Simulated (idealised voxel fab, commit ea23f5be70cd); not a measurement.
The process module that follows is named voxel self aligned vias.
FYI the section here is cut, 170 nm wide, cells are 5 nm squares.
Reading order for cross-sections: top band down to bottom band. Underlying form: a grid of square cells. Band size: one or more rows of cells. In this notation a band is specified by the heights of its top and bottom, in that order and in nm, after which its materials appear from left to right, each paired with its width in nm. The word "all across" attached to a single material means that material fills the band from edge to edge; the word "air" stands for empty space. Where do heights start? At 0: under that level the wafer as delivered is made of one material only. And the lowest band has no floor; it just carries on downward, as in "0 and below". The two numbers in a width such as "30->40" mark its ends across the band: the first belongs to the top row of cells, the second to the bottom row, and from each row to the next the width moves by the same amount. "remains unaltered" (step): cross-section cells unchanged, all of them. "Enclosed void entries" means: voids of 8 cells or more that are shut off from the top with no open way through. Written width x height at distance, distance from the left edge, in nm. Note: text after step settings on the step line = simulator remark on that step. Among the settings permitted on a step's line is "overlay nm"; applied to a step with a mask, it specifies the extent to which the mask lay to the right of its planned position, whereas a negative figure signifies a position to the left.

-- Steps planned for the process
1: op RECEIVE | material Si
2: op CONFORMAL_DEP | material SiO2 | thk nm 10
3: op CONFORMAL_DEP | material SiCN | thk nm 5
4: op DIRECTIONAL_DEP | material SiO2 | thk nm 30
5: op DIRECTIONAL_DEP | material aC | thk nm 10
6: op PATTERN | tone open | mask id LINES | material resist | width nm 20 | pitch nm 45 | thk nm 25 | overlay nm 0
7: op DIRECTIONAL_ETCH | etch materials aC | depth nm 10
8: op STRIP | etch materials resist
9: op DIRECTIONAL_ETCH | etch materials SiO2 | depth nm 30
10: op STRIP | etch materials aC
11: op CONFORMAL_DEP | material TiN | thk nm 5
12: op FILL_DEP | material W | thk nm 10
13: op CMP | height nm 45
14: op SELECTIVE_ETCH | etch materials W Ru TiN | depth nm 10
15: op FILL_DEP | material SiN | thk nm 10
16: op CMP | height nm 45
17: op DIRECTIONAL_DEP | material SiO2 | thk nm 15
18: op PATTERN | tone open | mask id VIAS | material resist | width nm 30 | pitch nm 45 | thk nm 15 | overlay nm 0
19: op DIRECTIONAL_ETCH | etch materials SiO2 | depth nm 15
20: op DIRECTIONAL_ETCH | etch materials SiN | depth nm 10
21: op STRIP | etch materials resist
22: op CONFORMAL_DEP | material TiN | thk nm 5
23: op FILL_DEP | material W | thk nm 5
24: op CMP | height nm 60
25: op CONFORMAL_DEP | material SiCN | thk nm 5

-- Wafer cross-section on receipt, i.e. after step 1
* 0 and below = Si all across
* Enclosed void entries: none

-- As-planned run: cross-section of the first of two wafers at end of module
* 65 down to 60 = SiCN all across
* 60 down to 50 = 45 nm SiO2; 5 nm TiN; 20 nm W; 5 nm TiN; 15 nm SiO2; 5 nm TiN; 20 nm W; 5 nm TiN; 50 nm SiO2
* 50 down to 40 = 45->50 nm SiO2; 10->5 nm TiN; 10 nm W; 10->5 nm TiN; 15->25 nm SiO2; 10->5 nm TiN; 10 nm W; 10->5 nm TiN; 50->55 nm SiO2
* 40 down to 35 = 50 nm SiO2; 20 nm TiN; 25 nm SiO2; 20 nm TiN; 55 nm SiO2
* 35 down to 20 = 50 nm SiO2; 5 nm TiN; 10 nm W; 5 nm TiN; 25 nm SiO2; 5 nm TiN; 10 nm W; 5 nm TiN; 55 nm SiO2
* 20 down to 15 = 50 nm SiO2; 20 nm TiN; 25 nm SiO2; 20 nm TiN; 55 nm SiO2
* 15 down to 10 = SiCN all across
* 10 down to 0 = SiO2 all across
* 0 and below = Si all across
* Enclosed void entries: none

-- Second of two wafers, module complete, sectioned: it shares the first wafer's start and plan but was run with one mistake
* 65 down to 60 = SiCN all across
* 60 down to 50 = 45 nm SiO2; 5 nm TiN; 20 nm W; 5 nm TiN; 15 nm SiO2; 5 nm TiN; 20 nm W; 5 nm TiN; 50 nm SiO2
* 50 down to 40 = 45 nm SiO2; 5 nm TiN; 10 nm W; 15->5 nm TiN; 15->25 nm SiO2; 5 nm TiN; 10 nm W; 15->5 nm TiN; 50->60 nm SiO2
* 40 down to 35 = 45 nm SiO2; 20 nm TiN; 25 nm SiO2; 20 nm TiN; 60 nm SiO2
* 35 down to 20 = 45 nm SiO2; 5 nm TiN; 10 nm W; 5 nm TiN; 25 nm SiO2; 5 nm TiN; 10 nm W; 5 nm TiN; 60 nm SiO2
* 20 down to 15 = 45 nm SiO2; 20 nm TiN; 25 nm SiO2; 20 nm TiN; 60 nm SiO2
* 15 down to 10 = SiCN all across
* 10 down to 0 = SiO2 all across
* 0 and below = Si all across
* Enclosed void entries: none
The plan and the run diverged here: step 6 was not run as planned; what actually ran was op PATTERN | tone open | mask id LINES | material resist | width nm 20 | pitch nm 45 | thk nm 25 | overlay nm -5
Final wafers compared: equal cell tally per material, rearranged layout.
